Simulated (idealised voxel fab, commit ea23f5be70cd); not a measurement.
process module | voxel spacer lines
cross-section cut | 275 nm wide | cells 5 nm
A cross-section is a grid of square cells, given in bands from the top down. A band is one or more rows of cells.
Each band's line starts with the height of the band's top and of its bottom, in nm. Then come its materials from left to right, each with its width in nm. One material with "throughout" fills the band from edge to edge. "air" is empty space.
Height 0 is the level under which the wafer as received is all one material. The lowest band goes on downwards, as in "0 down".
A width such as "30 to 40" changes by the same amount from each row of cells to the next, from the band's top row to its bottom row.
"no change" after a step means that no cell of the cross-section changed.
closed voids: empty space of 8 cells or more with no open way to the top, each as width x height at its distance from the left edge, in nm
after a step's settings: what the simulator itself notes on the step
overlay nm, on a step with a mask: how far to the right of its planned place the mask lay; to the left if negative
plan
1 op RECEIVE | material Si
2 op CONFORMAL_DEP | material Al2O3 | thk nm 5
3 op DIRECTIONAL_DEP | material W | thk nm 20
4 op DIRECTIONAL_DEP | material polySi | thk nm 20
5 op PATTERN | tone cover | mask id MANDREL | material resist | width nm 20 | pitch nm 60 | thk nm 25 | overlay nm 0
6 op DIRECTIONAL_ETCH | etch materials polySi | depth nm 20
7 op STRIP | etch materials resist
8 op CONFORMAL_DEP | material SiO2 | thk nm 10
9 op DIRECTIONAL_ETCH | etch materials SiO2 | depth nm 10
10 op STRIP | etch materials polySi
11 op DIRECTIONAL_ETCH | etch materials W | depth nm 20
12 op STRIP | etch materials SiO2
13 op FILL_DEP | material SiO2 | thk nm 5
14 op CMP | height nm 25
as received, after step 1
  0 down: Si throughout
  closed voids: none
a wafer at the end: this start, this plan, one mistake
  25 to 0: Al2O3 throughout
  0 down: Si throughout
  closed voids: none
what went wrong: step 3 ran as: op DIRECTIONAL_DEP | material Al2O3 | thk nm 20
